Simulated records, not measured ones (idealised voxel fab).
The following is a process module called voxel wiring stack.
220 nm wide, 5 nm square cells: that's cross-section cut.
We lay out every cross-section as a grid of square cells and spell it out in bands from the top down, where one band means one or more rows of cells.
In this notation a band is specified by the heights of its top and bottom, in that order and in nm, after which its materials appear from left to right, each paired with its width in nm. The word "full width" attached to a single material means that material fills the band from edge to edge; the word "blank" stands for empty space.
The reference from which all heights are counted is 0, the level beneath which the as-received wafer is entirely one material; the lowest band, having no lower bound, proceeds downward and is written after the example "z 0 and below".
Width: "30->40" (first number = top row, second number = bottom row, same change from row to row of cells).
"no modification" -> step changed no cross-section cell.
Entry "Closed internal cavities". Content: empty spaces with no open connection to the top, size 8 cells or greater. Each: width x height at distance. Distance: from left edge. Unit: nm.
On a step's line, text after the settings is the simulator commenting on that step.
overlay nm: on a step with a mask, how far right of its planned place the mask lay; negative means left.
### Steps in the process plan
| 1 | RECEIVE: material Si |
| 2 | CONFORMAL_DEP: material SiO2, thk nm 10 |
| 3 | CONFORMAL_DEP: material SiN, thk nm 5 |
| 4 | DIRECTIONAL_DEP: material lowk, thk nm 20 |
| 5 | MASKED_ETCH: tone open, mask id METAL_1, width nm 30, pitch nm 50, etch materials lowk, depth nm 20, overlay nm 0 |
| 6 | MASKED_ETCH: tone open, mask id METAL_1, width nm 30, pitch nm 50, etch materials SiN, depth nm 5, overlay nm 0 |
| 7 | CONFORMAL_DEP: material TiN, thk nm 5 |
| 8 | FILL_DEP: material Cu, thk nm 10 |
| 9 | CMP: height nm 35 |
| 10 | EPI: material Ru, thk nm 5 |
| 11 | FILL_DEP: material SiCN, thk nm 5 |
| 12 | DIRECTIONAL_DEP: material lowk, thk nm 20 |
| 13 | MASKED_ETCH: tone open, mask id PLUG_1, width nm 15, etch materials lowk, depth nm 20, overlay nm 0 |
| 14 | MASKED_ETCH: tone open, mask id PLUG_1, width nm 15, etch materials SiCN, depth nm 5, overlay nm 0 |
| 15 | EPI: material Ru, thk nm 10 |
| 16 | EPI: material Ru, thk nm 10 |
| 17 | EPI: material Ru, thk nm 5 |
| 18 | CONFORMAL_DEP: material SiN, thk nm 5 |
| 19 | DIRECTIONAL_DEP: material lowk, thk nm 25 |
| 20 | MASKED_ETCH: tone open, mask id METAL_2, width nm 30, pitch nm 50, etch materials lowk, depth nm 25, overlay nm 0 |
| 21 | MASKED_ETCH: tone open, mask id METAL_2, width nm 30, pitch nm 50, etch materials SiN, depth nm 5, overlay nm 0 |
| 22 | CONFORMAL_DEP: material TiN, thk nm 5 |
| 23 | FILL_DEP: material W, thk nm 10 |
| 24 | CMP: height nm 95 |
| 25 | CONFORMAL_DEP: material SiCN, thk nm 5 |
| 26 | DIRECTIONAL_DEP: material SiO2, thk nm 15 |
| 27 | PATTERN: tone open, mask id PLUG_2, material resist, width nm 15, pitch nm 50, thk nm 20, overlay nm 0 |
| 28 | DIRECTIONAL_ETCH: etch materials SiO2, depth nm 15 |
| 29 | DIRECTIONAL_ETCH: etch materials SiCN, depth nm 5 |
| 30 | STRIP: etch materials resist |
| 31 | EPI: material Ru, thk nm 10 |
| 32 | EPI: material Ru, thk nm 10 |
| 33 | CONFORMAL_DEP: material SiCN, thk nm 5 |
| 34 | DIRECTIONAL_DEP: material SiO2, thk nm 15 |
| 35 | MASKED_ETCH: tone open, mask id METAL_3, width nm 30, pitch nm 50, etch materials SiO2, depth nm 15, overlay nm 0 |
| 36 | MASKED_ETCH: tone open, mask id METAL_3, width nm 30, pitch nm 50, etch materials SiCN, depth nm 5, overlay nm 0 |
| 37 | CONFORMAL_DEP: material TiN, thk nm 5 |
| 38 | FILL_DEP: material W, thk nm 5 |
| 39 | CMP: height nm 135 |
| 40 | EPI: material Ru, thk nm 5 |
| 41 | FILL_DEP: material SiCN, thk nm 5 |
| 42 | DIRECTIONAL_DEP: material SiO2, thk nm 10 |
| 43 | MASKED_ETCH: tone open, mask id PLUG_3, width nm 15, pitch nm 50, etch materials SiO2, depth nm 10, overlay nm 0 |
| 44 | MASKED_ETCH: tone open, mask id PLUG_3, width nm 15, pitch nm 50, etch materials SiCN, depth nm 5, overlay nm 0 |
| 45 | EPI: material Ru, thk nm 10 |
| 46 | EPI: material Ru, thk nm 5 |
| 47 | CONFORMAL_DEP: material SiCN, thk nm 5 |
| 48 | DIRECTIONAL_DEP: material lowk, thk nm 15 |
| 49 | MASKED_ETCH: tone open, mask id METAL_4, width nm 30, pitch nm 50, etch materials lowk, depth nm 15, overlay nm 0 |
| 50 | MASKED_ETCH: tone open, mask id METAL_4, width nm 30, pitch nm 50, etch materials SiCN, depth nm 5, overlay nm 0 |
| 51 | CONFORMAL_DEP: material TiN, thk nm 5 |
| 52 | FILL_DEP: material W, thk nm 10 |
| 53 | CMP: height nm 175 |
| 54 | CONFORMAL_DEP: material SiCN, thk nm 5 |
### The first wafer of two, processed as planned
### Step 1 complete: cross-section of the wafer as received
- z 0 and below  Si full width
- Closed internal cavities: none
### Cross-section: wafer state after step 2
- z 10 to 0  SiO2 full width
- Nothing below the height 0 has changed.
### Cross-section: wafer state after step 3
- z 15 to 10  SiN full width
- Nothing below the height 10 has changed.
### Cross-section: wafer state after step 4
- z 35 to 15  lowk full width
- Nothing below the height 15 has changed.
### Cross-section: wafer state after step 5
- z 35 to 15  70 of lowk; 30 of blank; 20 of lowk; 30 of blank; 70 of lowk
- Nothing below the height 15 has changed.
### Cross-section: wafer state after step 6
- z 35 to 15  70 of lowk; 30 of blank; 20 of lowk; 30 of blank; 70 of lowk
- z 15 to 10  70 of SiN; 30 of blank; 20 of SiN; 30 of blank; 70 of SiN
- Nothing below the height 10 has changed.
### Cross-section: wafer state after step 7
- z 40 to 35  75 of TiN; 20 of blank; 30 of TiN; 20 of blank; 75 of TiN
- z 35 to 15  70 of lowk; 5 of TiN; 20 of blank; 5 of TiN; 20 of lowk; 5 of TiN; 20 of blank; 5 of TiN; 70 of lowk
- z 15 to 10  70 of SiN; 30 of TiN; 20 of SiN; 30 of TiN; 70 of SiN
- Nothing below the height 10 has changed.
### Cross-section: wafer state after step 8
- z 50 to 40  Cu full width
- z 40 to 35  75 of TiN; 20 of Cu; 30 of TiN; 20 of Cu; 75 of TiN
- z 35 to 15  70 of lowk; 5 of TiN; 20 of Cu; 5 of TiN; 20 of lowk; 5 of TiN; 20 of Cu; 5 of TiN; 70 of lowk
- Nothing below the height 15 has changed.
### Cross-section: wafer state after step 9
- z 35 to 15  70 of lowk; 5 of TiN; 20 of Cu; 5 of TiN; 20 of lowk; 5 of TiN; 20 of Cu; 5 of TiN; 70 of lowk
- Nothing below the height 15 has changed.
### Cross-section: wafer state after step 10
- z 40 to 35  65 of blank; 40 of Ru; 10 of blank; 40 of Ru; 65 of blank
- Nothing below the height 35 has changed.
### Cross-section: wafer state after step 11
- z 45 to 40  SiCN full width
- z 40 to 35  65 of SiCN; 40 of Ru; 10 of SiCN; 40 of Ru; 65 of SiCN
- Nothing below the height 35 has changed.
### Cross-section: wafer state after step 12
- z 65 to 45  lowk full width
- Nothing below the height 45 has changed.
### Cross-section: wafer state after step 13
- z 65 to 45  70 of lowk; 15 of blank; 135 of lowk
- Nothing below the height 45 has changed.
### Cross-section: wafer state after step 14
- z 65 to 45  70 of lowk; 15 of blank; 135 of lowk
- z 45 to 40  70 of SiCN; 15 of blank; 135 of SiCN
- Nothing below the height 40 has changed.
### Cross-section: wafer state after step 15
- z 65 to 50  70 of lowk; 15 of blank; 135 of lowk
- z 50 to 45  70 of lowk; 15 of Ru; 135 of lowk
- z 45 to 40  70 of SiCN; 15 of Ru; 135 of SiCN
- Nothing below the height 40 has changed.
### Cross-section: wafer state after step 16
- z 65 to 60  70 of lowk; 15 of blank; 135 of lowk
- z 60 to 45  70 of lowk; 15 of Ru; 135 of lowk
- Nothing below the height 45 has changed.
### Cross-section: wafer state after step 17
- z 65 to 45  70 of lowk; 15 of Ru; 135 of lowk
- Nothing below the height 45 has changed.
### Cross-section: wafer state after step 18
- z 70 to 65  SiN full width
- Nothing below the height 65 has changed.
### Cross-section: wafer state after step 19
- z 95 to 70  lowk full width
- Nothing below the height 70 has changed.
### Cross-section: wafer state after step 20
- z 95 to 70  70 of lowk; 30 of blank; 20 of lowk; 30 of blank; 70 of lowk
- Nothing below the height 70 has changed.
### Cross-section: wafer state after step 21
- z 95 to 70  70 of lowk; 30 of blank; 20 of lowk; 30 of blank; 70 of lowk
- z 70 to 65  70 of SiN; 30 of blank; 20 of SiN; 30 of blank; 70 of SiN
- Nothing below the height 65 has changed.
### Cross-section: wafer state after step 22
- z 100 to 95  75 of TiN; 20 of blank; 30 of TiN; 20 of blank; 75 of TiN
- z 95 to 70  70 of lowk; 5 of TiN; 20 of blank; 5 of TiN; 20 of lowk; 5 of TiN; 20 of blank; 5 of TiN; 70 of lowk
- z 70 to 65  70 of SiN; 30 of TiN; 20 of SiN; 30 of TiN; 70 of SiN
- Nothing below the height 65 has changed.
### Cross-section: wafer state after step 23
- z 110 to 100  W full width
- z 100 to 95  75 of TiN; 20 of W; 30 of TiN; 20 of W; 75 of TiN
- z 95 to 70  70 of lowk; 5 of TiN; 20 of W; 5 of TiN; 20 of lowk; 5 of TiN; 20 of W; 5 of TiN; 70 of lowk
- Nothing below the height 70 has changed.
### Cross-section: wafer state after step 24
- z 95 to 70  70 of lowk; 5 of TiN; 20 of W; 5 of TiN; 20 of lowk; 5 of TiN; 20 of W; 5 of TiN; 70 of lowk
- Nothing below the height 70 has changed.
### Cross-section: wafer state after step 25
- z 100 to 95  SiCN full width
- Nothing below the height 95 has changed.
### Cross-section: wafer state after step 26
- z 115 to 100  SiO2 full width
- Nothing below the height 100 has changed.
### Cross-section: wafer state after step 27
- z 135 to 115  70 of resist; 15 of blank; 35 of resist; 15 of blank; 85 of resist
- Nothing below the height 115 has changed.
### Cross-section: wafer state after step 28
- z 135 to 115  70 of resist; 15 of blank; 35 of resist; 15 of blank; 85 of resist
- z 115 to 100  70 of SiO2; 15 of blank; 35 of SiO2; 15 of blank; 85 of SiO2
- Nothing below the height 100 has changed.
### Cross-section: wafer state after step 29
- z 135 to 115  70 of resist; 15 of blank; 35 of resist; 15 of blank; 85 of resist
- z 115 to 100  70 of SiO2; 15 of blank; 35 of SiO2; 15 of blank; 85 of SiO2
- z 100 to 95  70 of SiCN; 15 of blank; 35 of SiCN; 15 of blank; 85 of SiCN
- Nothing below the height 95 has changed.
### Cross-section: wafer state after step 30
- z 115 to 100  70 of SiO2; 15 of blank; 35 of SiO2; 15 of blank; 85 of SiO2
- Nothing below the height 100 has changed.
### Cross-section: wafer state after step 31
- z 115 to 105  70 of SiO2; 15 of blank; 35 of SiO2; 15 of blank; 85 of SiO2
- z 105 to 100  70 of SiO2; 15 of Ru; 35 of SiO2; 15 of Ru; 85 of SiO2
- z 100 to 95  70 of SiCN; 15 of Ru; 35 of SiCN; 15 of Ru; 85 of SiCN
- Nothing below the height 95 has changed.
### Cross-section: wafer state after step 32
- z 115 to 100  70 of SiO2; 15 of Ru; 35 of SiO2; 15 of Ru; 85 of SiO2
- Nothing below the height 100 has changed.
### Cross-section: wafer state after step 33
- z 120 to 115  SiCN full width
- Nothing below the height 115 has changed.
### Cross-section: wafer state after step 34
- z 135 to 120  SiO2 full width
- Nothing below the height 120 has changed.
### Cross-section: wafer state after step 35
- z 135 to 120  70 of SiO2; 30 of blank; 20 of SiO2; 30 of blank; 70 of SiO2
- Nothing below the height 120 has changed.
### Cross-section: wafer state after step 36
- z 135 to 120  70 of SiO2; 30 of blank; 20 of SiO2; 30 of blank; 70 of SiO2
- z 120 to 115  70 of SiCN; 30 of blank; 20 of SiCN; 30 of blank; 70 of SiCN
- Nothing below the height 115 has changed.
### Cross-section: wafer state after step 37
- z 140 to 135  75 of TiN; 20 of blank; 30 of TiN; 20 of blank; 75 of TiN
- z 135 to 120  70 of SiO2; 5 of TiN; 20 of blank; 5 of TiN; 20 of SiO2; 5 of TiN; 20 of blank; 5 of TiN; 70 of SiO2
- z 120 to 115  70 of SiCN; 30 of TiN; 20 of SiCN; 30 of TiN; 70 of SiCN
- Nothing below the height 115 has changed.
### Cross-section: wafer state after step 38
- z 145 to 140  W full width
- z 140 to 135  75 of TiN; 20 of W; 30 of TiN; 20 of W; 75 of TiN
- z 135 to 120  70 of SiO2; 5 of TiN; 20 of W; 5 of TiN; 20 of SiO2; 5 of TiN; 20 of W; 5 of TiN; 70 of SiO2
- Nothing below the height 120 has changed.
### Cross-section: wafer state after step 39
- z 135 to 120  70 of SiO2; 5 of TiN; 20 of W; 5 of TiN; 20 of SiO2; 5 of TiN; 20 of W; 5 of TiN; 70 of SiO2
- Nothing below the height 120 has changed.
### Cross-section: wafer state after step 40
- z 140 to 135  65 of blank; 40 of Ru; 10 of blank; 40 of Ru; 65 of blank
- Nothing below the height 135 has changed.
### Cross-section: wafer state after step 41
- z 145 to 140  SiCN full width
- z 140 to 135  65 of SiCN; 40 of Ru; 10 of SiCN; 40 of Ru; 65 of SiCN
- Nothing below the height 135 has changed.
### Cross-section: wafer state after step 42
- z 155 to 145  SiO2 full width
- Nothing below the height 145 has changed.
### Cross-section: wafer state after step 43
- z 155 to 145  70 of SiO2; 15 of blank; 35 of SiO2; 15 of blank; 85 of SiO2
- Nothing below the height 145 has changed.
### Cross-section: wafer state after step 44
- z 155 to 145  70 of SiO2; 15 of blank; 35 of SiO2; 15 of blank; 85 of SiO2
- z 145 to 140  70 of SiCN; 15 of blank; 35 of SiCN; 15 of blank; 85 of SiCN
- Nothing below the height 140 has changed.
### Cross-section: wafer state after step 45
- z 155 to 150  70 of SiO2; 15 of blank; 35 of SiO2; 15 of blank; 85 of SiO2
- z 150 to 145  70 of SiO2; 15 of Ru; 35 of SiO2; 15 of Ru; 85 of SiO2
- z 145 to 135  70->65 of SiCN; 15->40 of Ru; 35->10 of SiCN; 15->40 of Ru; 85->65 of SiCN
- Nothing below the height 135 has changed.
### Cross-section: wafer state after step 46
- z 155 to 145  70 of SiO2; 15 of Ru; 35 of SiO2; 15 of Ru; 85 of SiO2
- Nothing below the height 145 has changed.
### Cross-section: wafer state after step 47
- z 160 to 155  SiCN full width
- Nothing below the height 155 has changed.
### Cross-section: wafer state after step 48
- z 175 to 160  lowk full width
- Nothing below the height 160 has changed.
### Cross-section: wafer state after step 49
- z 175 to 160  70 of lowk; 30 of blank; 20 of lowk; 30 of blank; 70 of lowk
- Nothing below the height 160 has changed.
### Cross-section: wafer state after step 50
- z 175 to 160  70 of lowk; 30 of blank; 20 of lowk; 30 of blank; 70 of lowk
- z 160 to 155  70 of SiCN; 30 of blank; 20 of SiCN; 30 of blank; 70 of SiCN
- Nothing below the height 155 has changed.
### Cross-section: wafer state after step 51
- z 180 to 175  75 of TiN; 20 of blank; 30 of TiN; 20 of blank; 75 of TiN
- z 175 to 160  70 of lowk; 5 of TiN; 20 of blank; 5 of TiN; 20 of lowk; 5 of TiN; 20 of blank; 5 of TiN; 70 of lowk
- z 160 to 155  70 of SiCN; 30 of TiN; 20 of SiCN; 30 of TiN; 70 of SiCN
- Nothing below the height 155 has changed.
### Cross-section: wafer state after step 52
- z 190 to 180  W full width
- z 180 to 175  75 of TiN; 20 of W; 30 of TiN; 20 of W; 75 of TiN
- z 175 to 160  70 of lowk; 5 of TiN; 20 of W; 5 of TiN; 20 of lowk; 5 of TiN; 20 of W; 5 of TiN; 70 of lowk
- Nothing below the height 160 has changed.
### Cross-section: wafer state after step 53
- z 175 to 160  70 of lowk; 5 of TiN; 20 of W; 5 of TiN; 20 of lowk; 5 of TiN; 20 of W; 5 of TiN; 70 of lowk
- Nothing below the height 160 has changed.
### Cross-section: wafer state after step 54
- z 180 to 175  SiCN full width
- Nothing below the height 175 has changed.
### The Second Wafer: Common Origin and Plan, One Mistake in Execution, Identical to the First Through Step 2
### At the planned end of step 3, the second wafer in cross-section
- z 15 to 10  Cu full width
- Nothing below the height 10 has changed.
### At the planned end of step 4, the second wafer in cross-section
- z 35 to 15  lowk full width
- Nothing below the height 15 has changed.
### At the planned end of step 5, the second wafer in cross-section
- z 35 to 15  70 of lowk; 30 of blank; 20 of lowk; 30 of blank; 70 of lowk
- Nothing below the height 15 has changed.
At the planned end of step 6, the second wafer in cross-section: no modification
### At the planned end of step 7, the second wafer in cross-section
- z 40 to 35  75 of TiN; 20 of blank; 30 of TiN; 20 of blank; 75 of TiN
- z 35 to 20  70 of lowk; 5 of TiN; 20 of blank; 5 of TiN; 20 of lowk; 5 of TiN; 20 of blank; 5 of TiN; 70 of lowk
- z 20 to 15  70 of lowk; 30 of TiN; 20 of lowk; 30 of TiN; 70 of lowk
- Nothing below the height 15 has changed.
### At the planned end of step 8, the second wafer in cross-section
- z 50 to 40  Cu full width
- z 40 to 35  75 of TiN; 20 of Cu; 30 of TiN; 20 of Cu; 75 of TiN
- z 35 to 20  70 of lowk; 5 of TiN; 20 of Cu; 5 of TiN; 20 of lowk; 5 of TiN; 20 of Cu; 5 of TiN; 70 of lowk
- Nothing below the height 20 has changed.
### At the planned end of step 9, the second wafer in cross-section
- z 35 to 20  70 of lowk; 5 of TiN; 20 of Cu; 5 of TiN; 20 of lowk; 5 of TiN; 20 of Cu; 5 of TiN; 70 of lowk
- Nothing below the height 20 has changed.
### At the planned end of step 10, the second wafer in cross-section
- z 40 to 35  65 of blank; 40 of Ru; 10 of blank; 40 of Ru; 65 of blank
- Nothing below the height 35 has changed.
### At the planned end of step 11, the second wafer in cross-section
- z 45 to 40  SiCN full width
- z 40 to 35  65 of SiCN; 40 of Ru; 10 of SiCN; 40 of Ru; 65 of SiCN
- Nothing below the height 35 has changed.
### At the planned end of step 12, the second wafer in cross-section
- z 65 to 45  lowk full width
- Nothing below the height 45 has changed.
### At the planned end of step 13, the second wafer in cross-section
- z 65 to 45  70 of lowk; 15 of blank; 135 of lowk
- Nothing below the height 45 has changed.
### At the planned end of step 14, the second wafer in cross-section
- z 65 to 45  70 of lowk; 15 of blank; 135 of lowk
- z 45 to 40  70 of SiCN; 15 of blank; 135 of SiCN
- Nothing below the height 40 has changed.
### At the planned end of step 15, the second wafer in cross-section
- z 65 to 50  70 of lowk; 15 of blank; 135 of lowk
- z 50 to 45  70 of lowk; 15 of Ru; 135 of lowk
- z 45 to 40  70 of SiCN; 15 of Ru; 135 of SiCN
- Nothing below the height 40 has changed.
### At the planned end of step 16, the second wafer in cross-section
- z 65 to 60  70 of lowk; 15 of blank; 135 of lowk
- z 60 to 45  70 of lowk; 15 of Ru; 135 of lowk
- Nothing below the height 45 has changed.
### At the planned end of step 17, the second wafer in cross-section
- z 65 to 45  70 of lowk; 15 of Ru; 135 of lowk
- Nothing below the height 45 has changed.
### At the planned end of step 18, the second wafer in cross-section
- z 70 to 65  SiN full width
- Nothing below the height 65 has changed.
### At the planned end of step 19, the second wafer in cross-section
- z 95 to 70  lowk full width
- Nothing below the height 70 has changed.
### At the planned end of step 20, the second wafer in cross-section
- z 95 to 70  70 of lowk; 30 of blank; 20 of lowk; 30 of blank; 70 of lowk
- Nothing below the height 70 has changed.
### At the planned end of step 21, the second wafer in cross-section
- z 95 to 70  70 of lowk; 30 of blank; 20 of lowk; 30 of blank; 70 of lowk
- z 70 to 65  70 of SiN; 30 of blank; 20 of SiN; 30 of blank; 70 of SiN
- Nothing below the height 65 has changed.
### At the planned end of step 22, the second wafer in cross-section
- z 100 to 95  75 of TiN; 20 of blank; 30 of TiN; 20 of blank; 75 of TiN
- z 95 to 70  70 of lowk; 5 of TiN; 20 of blank; 5 of TiN; 20 of lowk; 5 of TiN; 20 of blank; 5 of TiN; 70 of lowk
- z 70 to 65  70 of SiN; 30 of TiN; 20 of SiN; 30 of TiN; 70 of SiN
- Nothing below the height 65 has changed.
### At the planned end of step 23, the second wafer in cross-section
- z 110 to 100  W full width
- z 100 to 95  75 of TiN; 20 of W; 30 of TiN; 20 of W; 75 of TiN
- z 95 to 70  70 of lowk; 5 of TiN; 20 of W; 5 of TiN; 20 of lowk; 5 of TiN; 20 of W; 5 of TiN; 70 of lowk
- Nothing below the height 70 has changed.
### At the planned end of step 24, the second wafer in cross-section
- z 95 to 70  70 of lowk; 5 of TiN; 20 of W; 5 of TiN; 20 of lowk; 5 of TiN; 20 of W; 5 of TiN; 70 of lowk
- Nothing below the height 70 has changed.
### At the planned end of step 25, the second wafer in cross-section
- z 100 to 95  SiCN full width
- Nothing below the height 95 has changed.
### At the planned end of step 26, the second wafer in cross-section
- z 115 to 100  SiO2 full width
- Nothing below the height 100 has changed.
### At the planned end of step 27, the second wafer in cross-section
- z 135 to 115  70 of resist; 15 of blank; 35 of resist; 15 of blank; 85 of resist
- Nothing below the height 115 has changed.
### At the planned end of step 28, the second wafer in cross-section
- z 135 to 115  70 of resist; 15 of blank; 35 of resist; 15 of blank; 85 of resist
- z 115 to 100  70 of SiO2; 15 of blank; 35 of SiO2; 15 of blank; 85 of SiO2
- Nothing below the height 100 has changed.
### At the planned end of step 29, the second wafer in cross-section
- z 135 to 115  70 of resist; 15 of blank; 35 of resist; 15 of blank; 85 of resist
- z 115 to 100  70 of SiO2; 15 of blank; 35 of SiO2; 15 of blank; 85 of SiO2
- z 100 to 95  70 of SiCN; 15 of blank; 35 of SiCN; 15 of blank; 85 of SiCN
- Nothing below the height 95 has changed.
### At the planned end of step 30, the second wafer in cross-section
- z 115 to 100  70 of SiO2; 15 of blank; 35 of SiO2; 15 of blank; 85 of SiO2
- Nothing below the height 100 has changed.
### At the planned end of step 31, the second wafer in cross-section
- z 115 to 105  70 of SiO2; 15 of blank; 35 of SiO2; 15 of blank; 85 of SiO2
- z 105 to 100  70 of SiO2; 15 of Ru; 35 of SiO2; 15 of Ru; 85 of SiO2
- z 100 to 95  70 of SiCN; 15 of Ru; 35 of SiCN; 15 of Ru; 85 of SiCN
- Nothing below the height 95 has changed.
### At the planned end of step 32, the second wafer in cross-section
- z 115 to 100  70 of SiO2; 15 of Ru; 35 of SiO2; 15 of Ru; 85 of SiO2
- Nothing below the height 100 has changed.
### At the planned end of step 33, the second wafer in cross-section
- z 120 to 115  SiCN full width
- Nothing below the height 115 has changed.
### At the planned end of step 34, the second wafer in cross-section
- z 135 to 120  SiO2 full width
- Nothing below the height 120 has changed.
### At the planned end of step 35, the second wafer in cross-section
- z 135 to 120  70 of SiO2; 30 of blank; 20 of SiO2; 30 of blank; 70 of SiO2
- Nothing below the height 120 has changed.
### At the planned end of step 36, the second wafer in cross-section
- z 135 to 120  70 of SiO2; 30 of blank; 20 of SiO2; 30 of blank; 70 of SiO2
- z 120 to 115  70 of SiCN; 30 of blank; 20 of SiCN; 30 of blank; 70 of SiCN
- Nothing below the height 115 has changed.
### At the planned end of step 37, the second wafer in cross-section
- z 140 to 135  75 of TiN; 20 of blank; 30 of TiN; 20 of blank; 75 of TiN
- z 135 to 120  70 of SiO2; 5 of TiN; 20 of blank; 5 of TiN; 20 of SiO2; 5 of TiN; 20 of blank; 5 of TiN; 70 of SiO2
- z 120 to 115  70 of SiCN; 30 of TiN; 20 of SiCN; 30 of TiN; 70 of SiCN
- Nothing below the height 115 has changed.
### At the planned end of step 38, the second wafer in cross-section
- z 145 to 140  W full width
- z 140 to 135  75 of TiN; 20 of W; 30 of TiN; 20 of W; 75 of TiN
- z 135 to 120  70 of SiO2; 5 of TiN; 20 of W; 5 of TiN; 20 of SiO2; 5 of TiN; 20 of W; 5 of TiN; 70 of SiO2
- Nothing below the height 120 has changed.
### At the planned end of step 39, the second wafer in cross-section
- z 135 to 120  70 of SiO2; 5 of TiN; 20 of W; 5 of TiN; 20 of SiO2; 5 of TiN; 20 of W; 5 of TiN; 70 of SiO2
- Nothing below the height 120 has changed.
### At the planned end of step 40, the second wafer in cross-section
- z 140 to 135  65 of blank; 40 of Ru; 10 of blank; 40 of Ru; 65 of blank
- Nothing below the height 135 has changed.
### At the planned end of step 41, the second wafer in cross-section
- z 145 to 140  SiCN full width
- z 140 to 135  65 of SiCN; 40 of Ru; 10 of SiCN; 40 of Ru; 65 of SiCN
- Nothing below the height 135 has changed.
### At the planned end of step 42, the second wafer in cross-section
- z 155 to 145  SiO2 full width
- Nothing below the height 145 has changed.
### At the planned end of step 43, the second wafer in cross-section
- z 155 to 145  70 of SiO2; 15 of blank; 35 of SiO2; 15 of blank; 85 of SiO2
- Nothing below the height 145 has changed.
### At the planned end of step 44, the second wafer in cross-section
- z 155 to 145  70 of SiO2; 15 of blank; 35 of SiO2; 15 of blank; 85 of SiO2
- z 145 to 140  70 of SiCN; 15 of blank; 35 of SiCN; 15 of blank; 85 of SiCN
- Nothing below the height 140 has changed.
### At the planned end of step 45, the second wafer in cross-section
- z 155 to 150  70 of SiO2; 15 of blank; 35 of SiO2; 15 of blank; 85 of SiO2
- z 150 to 145  70 of SiO2; 15 of Ru; 35 of SiO2; 15 of Ru; 85 of SiO2
- z 145 to 135  70->65 of SiCN; 15->40 of Ru; 35->10 of SiCN; 15->40 of Ru; 85->65 of SiCN
- Nothing below the height 135 has changed.
### At the planned end of step 46, the second wafer in cross-section
- z 155 to 145  70 of SiO2; 15 of Ru; 35 of SiO2; 15 of Ru; 85 of SiO2
- Nothing below the height 145 has changed.
### At the planned end of step 47, the second wafer in cross-section
- z 160 to 155  SiCN full width
- Nothing below the height 155 has changed.
### At the planned end of step 48, the second wafer in cross-section
- z 175 to 160  lowk full width
- Nothing below the height 160 has changed.
### At the planned end of step 49, the second wafer in cross-section
- z 175 to 160  70 of lowk; 30 of blank; 20 of lowk; 30 of blank; 70 of lowk
- Nothing below the height 160 has changed.
### At the planned end of step 50, the second wafer in cross-section
- z 175 to 160  70 of lowk; 30 of blank; 20 of lowk; 30 of blank; 70 of lowk
- z 160 to 155  70 of SiCN; 30 of blank; 20 of SiCN; 30 of blank; 70 of SiCN
- Nothing below the height 155 has changed.
### At the planned end of step 51, the second wafer in cross-section
- z 180 to 175  75 of TiN; 20 of blank; 30 of TiN; 20 of blank; 75 of TiN
- z 175 to 160  70 of lowk; 5 of TiN; 20 of blank; 5 of TiN; 20 of lowk; 5 of TiN; 20 of blank; 5 of TiN; 70 of lowk
- z 160 to 155  70 of SiCN; 30 of TiN; 20 of SiCN; 30 of TiN; 70 of SiCN
- Nothing below the height 155 has changed.
### At the planned end of step 52, the second wafer in cross-section
- z 190 to 180  W full width
- z 180 to 175  75 of TiN; 20 of W; 30 of TiN; 20 of W; 75 of TiN
- z 175 to 160  70 of lowk; 5 of TiN; 20 of W; 5 of TiN; 20 of lowk; 5 of TiN; 20 of W; 5 of TiN; 70 of lowk
- Nothing below the height 160 has changed.
### At the planned end of step 53, the second wafer in cross-section
- z 175 to 160  70 of lowk; 5 of TiN; 20 of W; 5 of TiN; 20 of lowk; 5 of TiN; 20 of W; 5 of TiN; 70 of lowk
- Nothing below the height 160 has changed.
### At the planned end of step 54, the second wafer in cross-section
- z 180 to 175  SiCN full width
- Nothing below the height 175 has changed.
Error vs. plan: step 3 did not happen as planned, as run it was CONFORMAL_DEP: material Cu, thk nm 5
Count the cells at the end and the second wafer has more or fewer of some materials than the first: 36 more of Cu | 32 fewer of SiN | 4 fewer of TiN
